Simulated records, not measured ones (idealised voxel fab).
Title: Process Module voxel capacitor over wiring
The cross-section on display is named cut; it measures 285 nm wide, and its cells are 5 nm squares.
Heads up, the way a cross-section reads in here is a grid of square cells, handed over as bands from the top down, with every band being one or more rows of cells.
Band: top and bottom heights (nm) first, top before bottom; then materials from left to right, widths in nm. "everywhere" marks a sole material filling the band edge to edge. "air" denotes empty space.
We count height from 0. Below that, the starting wafer is all one material. The lowest band never ends at the bottom but goes on down; see "0..down" for how that is written.
When a width is written as two numbers, as in "30..40", the first number is the width in the top row of cells of the band and the second is the width in its bottom row, and the width changes by the same amount from each row to the next.
Given "nothing was modified" for a step, no cell of the cross-section differs between before and after that step.
This entry, "Encapsulated voids", enumerates those empty regions of no fewer than 8 cells that possess no open connection to the top. Each region is reported in the form width x height at distance, the distance being taken from the left edge, with all three quantities expressed in nm.
That trailing text on a step's line, after the settings, is the simulator's own remark on the step.
"overlay nm", when on a step's line for a step with a mask, measures how far to the right of its planned place the mask lay; a negative measure means to the left.
The steps planned for the process are as follows
1: RECEIVE, material Si
2: CONFORMAL_DEP, material SiO2, thk nm 10
3: CONFORMAL_DEP, material SiN, thk nm 5
4: DIRECTIONAL_DEP, material SiO2, thk nm 20
5: MASKED_ETCH, tone open, mask id METAL_1, width nm 30, pitch nm 90, etch materials SiO2, depth nm 20, overlay nm 0
6: MASKED_ETCH, tone open, mask id METAL_1, width nm 30, pitch nm 90, etch materials SiN, depth nm 5, overlay nm 0
7: CONFORMAL_DEP, material TiN, thk nm 5
8: FILL_DEP, material W, thk nm 5
9: CMP, height nm 35
10: CONFORMAL_DEP, material SiCN, thk nm 5
11: DIRECTIONAL_DEP, material SiO2, thk nm 15
12: PATTERN, tone open, mask id PLUG_1, material resist, width nm 15, thk nm 15, overlay nm 0
13: DIRECTIONAL_ETCH, etch materials SiO2, depth nm 15
14: DIRECTIONAL_ETCH, etch materials SiCN, depth nm 5
15: STRIP, etch materials resist
16: EPI, material Ru, thk nm 10
17: EPI, material Ru, thk nm 10
18: DIRECTIONAL_DEP, material TiN, thk nm 10
19: DIRECTIONAL_DEP, material SiN, thk nm 5
20: DIRECTIONAL_DEP, material TiN, thk nm 5
21: DIRECTIONAL_DEP, material aC, thk nm 15
22: PATTERN, tone cover, mask id UPPER_PLATE, material resist, width nm 65, thk nm 30, overlay nm 0
23: DIRECTIONAL_ETCH, etch materials aC, depth nm 15
24: STRIP, etch materials resist
25: DIRECTIONAL_ETCH, etch materials TiN, depth nm 5
26: DIRECTIONAL_ETCH, etch materials SiN, depth nm 5
27: STRIP, etch materials aC
28: DIRECTIONAL_DEP, material aC, thk nm 15
29: PATTERN, tone cover, mask id LOWER_PLATE, material resist, width nm 75, thk nm 35, overlay nm 0
30: DIRECTIONAL_ETCH, etch materials aC, depth nm 15
31: STRIP, etch materials resist
32: DIRECTIONAL_ETCH, etch materials TiN, depth nm 10
33: STRIP, etch materials aC
34: FILL_DEP, material SiO2, thk nm 15
35: CMP, height nm 85
36: DIRECTIONAL_DEP, material aC, thk nm 15
37: PATTERN, tone open, mask id PLUG_2, material resist, width nm 15, thk nm 35, overlay nm 0
38: DIRECTIONAL_ETCH, etch materials aC, depth nm 15
39: STRIP, etch materials resist
40: DIRECTIONAL_ETCH, etch materials SiO2, depth nm 10
41: STRIP, etch materials aC
42: CONFORMAL_DEP, material TiN, thk nm 5
43: FILL_DEP, material Ru, thk nm 5
44: CMP, height nm 85
45: CONFORMAL_DEP, material SiN, thk nm 5
First of the two wafers, run per plan
Cross-section of the wafer upon arrival, representing the state reached after step 1
	0..down: Si everywhere
	Encapsulated voids: none
Cross-section through the wafer, step 2 finished
	10..0: SiO2 everywhere
	Anything lower than 0 is untouched.
Cross-section through the wafer, step 3 finished
	15..10: SiN everywhere
	Anything lower than 10 is untouched.
Cross-section through the wafer, step 4 finished
	35..15: SiO2 everywhere
	Anything lower than 15 is untouched.
Cross-section through the wafer, step 5 finished
	35..15: SiO2=80, air=30, SiO2=60, air=30, SiO2=85
	Anything lower than 15 is untouched.
Cross-section through the wafer, step 6 finished
	35..15: SiO2=80, air=30, SiO2=60, air=30, SiO2=85
	15..10: SiN=80, air=30, SiN=60, air=30, SiN=85
	Anything lower than 10 is untouched.
Cross-section through the wafer, step 7 finished
	40..35: TiN=85, air=20, TiN=70, air=20, TiN=90
	35..15: SiO2=80, TiN=5, air=20, TiN=5, SiO2=60, TiN=5, air=20, TiN=5, SiO2=85
	15..10: SiN=80, TiN=30, SiN=60, TiN=30, SiN=85
	Anything lower than 10 is untouched.
Cross-section through the wafer, step 8 finished
	45..40: W everywhere
	40..35: TiN=85, W=20, TiN=70, W=20, TiN=90
	35..15: SiO2=80, TiN=5, W=20, TiN=5, SiO2=60, TiN=5, W=20, TiN=5, SiO2=85
	Anything lower than 15 is untouched.
Cross-section through the wafer, step 9 finished
	35..15: SiO2=80, TiN=5, W=20, TiN=5, SiO2=60, TiN=5, W=20, TiN=5, SiO2=85
	Anything lower than 15 is untouched.
Cross-section through the wafer, step 10 finished
	40..35: SiCN everywhere
	Anything lower than 35 is untouched.
Cross-section through the wafer, step 11 finished
	55..40: SiO2 everywhere
	Anything lower than 40 is untouched.
Cross-section through the wafer, step 12 finished
	70..55: resist=95, air=15, resist=175
	Anything lower than 55 is untouched.
Cross-section through the wafer, step 13 finished
	70..55: resist=95, air=15, resist=175
	55..40: SiO2=95, air=15, SiO2=175
	Anything lower than 40 is untouched.
Cross-section through the wafer, step 14 finished
	70..55: resist=95, air=15, resist=175
	55..40: SiO2=95, air=15, SiO2=175
	40..35: SiCN=95, air=15, SiCN=175
	Anything lower than 35 is untouched.
Cross-section through the wafer, step 15 finished
	55..40: SiO2=95, air=15, SiO2=175
	Anything lower than 40 is untouched.
Cross-section through the wafer, step 16 finished
	55..45: SiO2=95, air=15, SiO2=175
	45..40: SiO2=95, Ru=15, SiO2=175
	40..35: SiCN=95, Ru=15, SiCN=175
	Anything lower than 35 is untouched.
Cross-section through the wafer, step 17 finished
	55..40: SiO2=95, Ru=15, SiO2=175
	Anything lower than 40 is untouched.
Cross-section through the wafer, step 18 finished
	65..55: TiN everywhere
	Anything lower than 55 is untouched.
Cross-section through the wafer, step 19 finished
	70..65: SiN everywhere
	Anything lower than 65 is untouched.
Cross-section through the wafer, step 20 finished
	75..70: TiN everywhere
	Anything lower than 70 is untouched.
Cross-section through the wafer, step 21 finished
	90..75: aC everywhere
	Anything lower than 75 is untouched.
Cross-section through the wafer, step 22 finished
	120..90: air=95, resist=65, air=125
	Anything lower than 90 is untouched.
Cross-section through the wafer, step 23 finished
	105..90: air=95, resist=65, air=125
	90..75: air=95, aC=65, air=125
	Anything lower than 75 is untouched.
Cross-section through the wafer, step 24 finished
	90..75: air=95, aC=65, air=125
	Anything lower than 75 is untouched.
Cross-section through the wafer, step 25 finished
	90..75: air=95, aC=65, air=125
	75..70: air=95, TiN=65, air=125
	Anything lower than 70 is untouched.
Cross-section through the wafer, step 26 finished
	90..75: air=95, aC=65, air=125
	75..70: air=95, TiN=65, air=125
	70..65: air=95, SiN=65, air=125
	Anything lower than 65 is untouched.
Cross-section through the wafer, step 27 finished
	75..70: air=95, TiN=65, air=125
	Anything lower than 70 is untouched.
Cross-section through the wafer, step 28 finished
	90..80: air=95, aC=65, air=125
	80..75: aC everywhere
	75..70: aC=95, TiN=65, aC=125
	70..65: aC=95, SiN=65, aC=125
	Anything lower than 65 is untouched.
Cross-section through the wafer, step 29 finished
	125..90: air=90, resist=75, air=120
	90..80: air=90, resist=5, aC=65, resist=5, air=120
	Anything lower than 80 is untouched.
Cross-section through the wafer, step 30 finished
	110..90: air=90, resist=75, air=120
	90..80: air=90, resist=5, aC=65, resist=5, air=120
	80..75: air=90, aC=75, air=120
	75..70: air=90, aC=5, TiN=65, aC=5, air=120
	70..65: air=90, aC=5, SiN=65, aC=5, air=120
	Anything lower than 65 is untouched.
Cross-section through the wafer, step 31 finished
	90..80: air=95, aC=65, air=125
	Anything lower than 80 is untouched.
Cross-section through the wafer, step 32 finished
	90..80: air=95, aC=65, air=125
	80..75: air=90, aC=75, air=120
	75..70: air=90, aC=5, TiN=65, aC=5, air=120
	70..65: air=90, aC=5, SiN=65, aC=5, air=120
	65..55: air=90, TiN=75, air=120
	Anything lower than 55 is untouched.
Cross-section through the wafer, step 33 finished
	75..70: air=95, TiN=65, air=125
	70..65: air=95, SiN=65, air=125
	Anything lower than 65 is untouched.
Cross-section through the wafer, step 34 finished
	90..75: SiO2 everywhere
	75..70: SiO2=95, TiN=65, SiO2=125
	70..65: SiO2=95, SiN=65, SiO2=125
	65..55: SiO2=90, TiN=75, SiO2=120
	Anything lower than 55 is untouched.
Cross-section through the wafer, step 35 finished
	85..75: SiO2 everywhere
	Anything lower than 75 is untouched.
Cross-section through the wafer, step 36 finished
	100..85: aC everywhere
	Anything lower than 85 is untouched.
Cross-section through the wafer, step 37 finished
	135..100: resist=105, air=15, resist=165
	Anything lower than 100 is untouched.
Cross-section through the wafer, step 38 finished
	120..100: resist=105, air=15, resist=165
	100..85: aC=105, air=15, aC=165
	Anything lower than 85 is untouched.
Cross-section through the wafer, step 39 finished
	100..85: aC=105, air=15, aC=165
	Anything lower than 85 is untouched.
Cross-section through the wafer, step 40 finished
	100..85: aC=105, air=15, aC=165
	85..75: SiO2=105, air=15, SiO2=165
	Anything lower than 75 is untouched.
Cross-section through the wafer, step 41 finished
	85..75: SiO2=105, air=15, SiO2=165
	Anything lower than 75 is untouched.
Cross-section through the wafer, step 42 finished
	90..85: TiN=110, air=5, TiN=170
	85..80: SiO2=105, TiN=5, air=5, TiN=5, SiO2=165
	80..70: SiO2=105..95, TiN=15..65, SiO2=165..125
	Anything lower than 70 is untouched.
Cross-section through the wafer, step 43 finished
	95..90: Ru everywhere
	90..85: TiN=110, Ru=5, TiN=170
	85..80: SiO2=105, TiN=5, Ru=5, TiN=5, SiO2=165
	Anything lower than 80 is untouched.
Cross-section through the wafer, step 44 finished
	85..80: SiO2=105, TiN=5, Ru=5, TiN=5, SiO2=165
	Anything lower than 80 is untouched.
Cross-section through the wafer, step 45 finished
	90..85: SiN everywhere
	Anything lower than 85 is untouched.
Here the second wafer is described. Its start and its plan were those of the first wafer. Its run contained one mistake. Up to and including step 15, it did exactly what the first wafer did
Here is the second wafer in cross-section at the point where step 17 of the plan should have been done
	55..45: SiO2=95, air=15, SiO2=175
	45..40: SiO2=95, Ru=15, SiO2=175
	40..35: SiCN=95, Ru=15, SiCN=175
	Anything lower than 35 is untouched.
Here is the second wafer in cross-section at the point where step 18 of the plan should have been done
	65..55: TiN=95, air=15, TiN=175
	55..45: SiO2=95, TiN=15, SiO2=175
	Anything lower than 45 is untouched.
Here is the second wafer in cross-section at the point where step 19 of the plan should have been done
	70..65: SiN=95, air=15, SiN=175
	65..60: TiN=95, air=15, TiN=175
	60..55: TiN=95, SiN=15, TiN=175
	Anything lower than 55 is untouched.
Here is the second wafer in cross-section at the point where step 20 of the plan should have been done
	75..70: TiN=95, air=15, TiN=175
	70..65: SiN=95, air=15, SiN=175
	65..60: TiN everywhere
	Anything lower than 60 is untouched.
Here is the second wafer in cross-section at the point where step 21 of the plan should have been done
	90..80: aC=95, air=15, aC=175
	80..75: aC everywhere
	75..70: TiN=95, aC=15, TiN=175
	70..65: SiN=95, aC=15, SiN=175
	Anything lower than 65 is untouched.
Here is the second wafer in cross-section at the point where step 22 of the plan should have been done
	120..90: air=95, resist=65, air=125
	90..80: aC=95, resist=15, aC=175
	Anything lower than 80 is untouched.
Here is the second wafer in cross-section at the point where step 23 of the plan should have been done
	105..90: air=95, resist=65, air=125
	90..80: air=95, resist=15, aC=50, air=125
	80..75: air=95, aC=65, air=125
	Anything lower than 75 is untouched.
Here is the second wafer in cross-section at the point where step 24 of the plan should have been done
	90..80: air=110, aC=50, air=125
	Anything lower than 80 is untouched.
Here is the second wafer in cross-section at the point where step 25 of the plan should have been done
	90..80: air=110, aC=50, air=125
	80..75: air=95, aC=65, air=125
	75..70: air=95, aC=15, TiN=50, air=125
	Anything lower than 70 is untouched.
Here is the second wafer in cross-section at the point where step 26 of the plan should have been done
	90..80: air=110, aC=50, air=125
	80..75: air=95, aC=65, air=125
	75..70: air=95, aC=15, TiN=50, air=125
	70..65: air=95, aC=15, SiN=50, air=125
	Anything lower than 65 is untouched.
Here is the second wafer in cross-section at the point where step 27 of the plan should have been done
	75..70: air=110, TiN=50, air=125
	70..65: air=110, SiN=50, air=125
	Anything lower than 65 is untouched.
Here is the second wafer in cross-section at the point where step 28 of the plan should have been done
	90..80: air=110, aC=50, air=125
	80..75: aC everywhere
	75..70: aC=110, TiN=50, aC=125
	70..65: aC=110, SiN=50, aC=125
	Anything lower than 65 is untouched.
Here is the second wafer in cross-section at the point where step 29 of the plan should have been done
	125..90: air=90, resist=75, air=120
	90..80: air=90, resist=20, aC=50, resist=5, air=120
	Anything lower than 80 is untouched.
Here is the second wafer in cross-section at the point where step 30 of the plan should have been done
	110..90: air=90, resist=75, air=120
	90..80: air=90, resist=20, aC=50, resist=5, air=120
	80..75: air=90, aC=75, air=120
	75..70: air=90, aC=20, TiN=50, aC=5, air=120
	70..65: air=90, aC=20, SiN=50, aC=5, air=120
	Anything lower than 65 is untouched.
Here is the second wafer in cross-section at the point where step 31 of the plan should have been done
	90..80: air=110, aC=50, air=125
	Anything lower than 80 is untouched.
Here is the second wafer in cross-section at the point where step 32 of the plan should have been done
	90..80: air=110, aC=50, air=125
	80..75: air=90, aC=75, air=120
	75..70: air=90, aC=20, TiN=50, aC=5, air=120
	70..65: air=90, aC=20, SiN=50, aC=5, air=120
	65..60: air=90, TiN=75, air=120
	60..55: air=90, TiN=5, SiN=15, TiN=55, air=120
	Anything lower than 55 is untouched.
Here is the second wafer in cross-section at the point where step 33 of the plan should have been done
	75..70: air=110, TiN=50, air=125
	70..65: air=110, SiN=50, air=125
	Anything lower than 65 is untouched.
Here is the second wafer in cross-section at the point where step 34 of the plan should have been done
	90..75: SiO2 everywhere
	75..70: SiO2=110, TiN=50, SiO2=125
	70..65: SiO2=110, SiN=50, SiO2=125
	65..60: SiO2=90, TiN=75, SiO2=120
	60..55: SiO2=90, TiN=5, SiN=15, TiN=55, SiO2=120
	Anything lower than 55 is untouched.
Here is the second wafer in cross-section at the point where step 35 of the plan should have been done
	85..75: SiO2 everywhere
	Anything lower than 75 is untouched.
Here is the second wafer in cross-section at the point where step 36 of the plan should have been done
	100..85: aC everywhere
	Anything lower than 85 is untouched.
Here is the second wafer in cross-section at the point where step 37 of the plan should have been done
	135..100: resist=105, air=15, resist=165
	Anything lower than 100 is untouched.
Here is the second wafer in cross-section at the point where step 38 of the plan should have been done
	120..100: resist=105, air=15, resist=165
	100..85: aC=105, air=15, aC=165
	Anything lower than 85 is untouched.
Here is the second wafer in cross-section at the point where step 39 of the plan should have been done
	100..85: aC=105, air=15, aC=165
	Anything lower than 85 is untouched.
Here is the second wafer in cross-section at the point where step 40 of the plan should have been done
	100..85: aC=105, air=15, aC=165
	85..75: SiO2=105, air=15, SiO2=165
	Anything lower than 75 is untouched.
Here is the second wafer in cross-section at the point where step 41 of the plan should have been done
	85..75: SiO2=105, air=15, SiO2=165
	Anything lower than 75 is untouched.
Here is the second wafer in cross-section at the point where step 42 of the plan should have been done
	90..85: TiN=110, air=5, TiN=170
	85..80: SiO2=105, TiN=5, air=5, TiN=5, SiO2=165
	80..70: SiO2=105..110, TiN=15..50, SiO2=165..125
	Anything lower than 70 is untouched.
Here is the second wafer in cross-section at the point where step 43 of the plan should have been done
	95..90: Ru everywhere
	90..85: TiN=110, Ru=5, TiN=170
	85..80: SiO2=105, TiN=5, Ru=5, TiN=5, SiO2=165
	Anything lower than 80 is untouched.
Here is the second wafer in cross-section at the point where step 44 of the plan should have been done
	85..80: SiO2=105, TiN=5, Ru=5, TiN=5, SiO2=165
	Anything lower than 80 is untouched.
Here is the second wafer in cross-section at the point where step 45 of the plan should have been done
	90..85: SiN everywhere
	Anything lower than 85 is untouched.
In executing the process, a mistake was made relative to the plan: with steps 16 and 17 being identical, the one that was left out cannot be pinpointed
FYI, end of process, the second wafer has more or fewer cells of some materials than the first: Ru -6, SiO2 +6
